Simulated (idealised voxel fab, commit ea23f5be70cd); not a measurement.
Name of the process module below: voxel self aligned vias
Square cell edge 5 nm, section width 225 nm, ID cut.
Throughout this document, each cross-section is represented as a grid of square cells and is presented as a sequence of bands enumerated from the top downward, where a band comprises one or more rows of cells. First you get the band's top height and its bottom height, in nm, and then the materials it's made of, left to right, with each width in nm. If you see a single material with "full width", that one covers the band edge to edge. "blank" is empty space. Heights are measured from 0, the level below which the as-received wafer is all one material; the lowest band has no bottom and continues downward, written as in "0..down". Graded width ("30 to 40"): value in top row of band = first number; value in bottom row = second number; row-to-row change constant. "no modifications" for a step: no cell of the cross-section changed in that step. "Cavities, sealed" - sealed voids, min. 8 cells, no opening to top; format: width x height at distance (distance from left edge; nm throughout). If you see something after the settings on a step's line, that's the simulator's own remark about that step. overlay nm: for a step with a mask, the amount by which the mask lay right of where it was planned; a negative amount means left of it.
-- Process steps foreseen in the plan
- 1: RECEIVE: material Si
- 2: CONFORMAL_DEP: material SiO2, thk nm 15
- 3: CONFORMAL_DEP: material SiCN, thk nm 5
- 4: DIRECTIONAL_DEP: material SiO2, thk nm 20
- 5: DIRECTIONAL_DEP: material aC, thk nm 15
- 6: PATTERN: tone open, mask id LINES, material resist, width nm 20, pitch nm 50, thk nm 35, overlay nm 0
- 7: DIRECTIONAL_ETCH: etch materials aC, depth nm 15
- 8: STRIP: etch materials resist
- 9: DIRECTIONAL_ETCH: etch materials SiO2, depth nm 20
- 10: STRIP: etch materials aC
- 11: CONFORMAL_DEP: material TiN, thk nm 5
- 12: FILL_DEP: material W, thk nm 5
- 13: CMP: height nm 40
- 14: SELECTIVE_ETCH: etch materials W Ru TiN, depth nm 5
- 15: FILL_DEP: material SiN, thk nm 5
- 16: CMP: height nm 40
- 17: DIRECTIONAL_DEP: material SiO2, thk nm 15
- 18: DIRECTIONAL_DEP: material aC, thk nm 15
- 19: PATTERN: tone open, mask id VIAS, material resist, width nm 30, pitch nm 50, thk nm 30, overlay nm 0
- 20: DIRECTIONAL_ETCH: etch materials aC, depth nm 15
- 21: STRIP: etch materials resist
- 22: DIRECTIONAL_ETCH: etch materials SiO2, depth nm 15
- 23: DIRECTIONAL_ETCH: etch materials SiN, depth nm 5
- 24: STRIP: etch materials aC
- 25: CONFORMAL_DEP: material TiN, thk nm 5
- 26: FILL_DEP: material Cu, thk nm 10
- 27: CMP: height nm 55
- 28: CONFORMAL_DEP: material SiCN, thk nm 5
-- This is the cross-section of the wafer as we received it, i.e. after step 1
    0..down: Si full width
    Cavities, sealed: none
-- Cross-sectional image of the first of two wafers at the end of the module, the run having proceeded as planned
    60..55: SiCN full width
    55..45: SiO2=70  TiN=5  Cu=20  TiN=5  SiO2=20  TiN=5  Cu=20  TiN=5  SiO2=75
    45..40: SiO2=70  TiN=10  Cu=10  TiN=10  SiO2=20  TiN=10  Cu=10  TiN=10  SiO2=75
    40..35: SiO2=75  TiN=20  SiO2=30  TiN=20  SiO2=80
    35..25: SiO2=75  TiN=5  W=10  TiN=5  SiO2=30  TiN=5  W=10  TiN=5  SiO2=80
    25..20: SiO2=75  TiN=20  SiO2=30  TiN=20  SiO2=80
    20..15: SiCN full width
    15..0: SiO2 full width
    0..down: Si full width
    Cavities, sealed: none
-- Second wafer cross-section at end of module - shared start and plan with the first, one mistake in the run
    60..55: SiCN full width
    55..45: SiO2=70  TiN=5  Cu=20  TiN=5  SiO2=20  TiN=5  Cu=20  TiN=5  SiO2=75
    45..40: SiO2=70  TiN=30  SiO2=20  TiN=30  SiO2=75
    40..35: SiN=70  TiN=5  SiO2=20  TiN=5  SiN=20  TiN=5  SiO2=20  TiN=5  SiN=75
    35..25: W=70  TiN=5  SiO2=20  TiN=5  W=20  TiN=5  SiO2=20  TiN=5  W=75
    25..20: TiN=75  SiO2=20  TiN=30  SiO2=20  TiN=80
    20..15: SiCN full width
    15..0: SiO2 full width
    0..down: Si full width
    Cavities, sealed: none
Against the plan, the run slipped here: in deviation from the planned setting, step 6 was conducted as PATTERN: tone cover, mask id LINES, material resist, width nm 20, pitch nm 50, thk nm 35, overlay nm 0
Once processing is complete, comparing cell counts shows that the second wafer has more or fewer of certain materials than the first: Cu -4 | SiN +33 | SiO2 -116 | TiN +29 | W +58
